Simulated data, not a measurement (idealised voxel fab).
process module | voxel spacer lines
cross-section cut | 185 nm wide | cells 5 nm
A cross-section is a grid of square cells, given in bands from the top down. A band is one or more rows of cells.
Each band's line starts with the height of the band's top and of its bottom, in nm. Then come its materials from left to right, each with its width in nm. One material with "throughout" fills the band from edge to edge. "air" is empty space.
Height 0 is the level under which the wafer as received is all one material. The lowest band goes on downwards, as in "0 down".
A width such as "30 to 40" changes by the same amount from each row of cells to the next, from the band's top row to its bottom row.
"no change" after a step means that no cell of the cross-section changed.
closed voids: empty space of 8 cells or more with no open way to the top, each as width x height at its distance from the left edge, in nm
after a step's settings: what the simulator itself notes on the step
overlay nm, on a step with a mask: how far to the right of its planned place the mask lay; to the left if negative
plan
1 op RECEIVE | material Si
2 op CONFORMAL_DEP | material Al2O3 | thk nm 10
3 op DIRECTIONAL_DEP | material W | thk nm 10
4 op DIRECTIONAL_DEP | material polySi | thk nm 25
5 op PATTERN | tone cover | mask id MANDREL | material resist | width nm 15 | pitch nm 50 | thk nm 30 | overlay nm 0
6 op DIRECTIONAL_ETCH | etch materials polySi | depth nm 25
7 op STRIP | etch materials resist
8 op CONFORMAL_DEP | material SiO2 | thk nm 10
9 op DIRECTIONAL_ETCH | etch materials SiO2 | depth nm 10
10 op STRIP | etch materials polySi
11 op DIRECTIONAL_ETCH | etch materials W | depth nm 10
12 op STRIP | etch materials SiO2
13 op FILL_DEP | material lowk | thk nm 10
14 op CMP | height nm 10
varied across the wafers: height nm of step 14. The plan shows the first wafer's value. All wafers start alike
first wafer as received, after step 1
  0 down: Si throughout
  closed voids: none
each wafer at the end: cells of each material gained (+) or lost (-) since it was received, then its closed voids
height nm 10 | +74 Al2O3 | closed voids: none
height nm 15 | +74 Al2O3 | +8 W | +29 lowk | closed voids: none
height nm 20 | +74 Al2O3 | +16 W | +58 lowk | closed voids: none
height nm 25 | +74 Al2O3 | +16 W | +95 lowk | closed voids: none
height nm 30 | +74 Al2O3 | +16 W | +132 lowk | closed voids: none
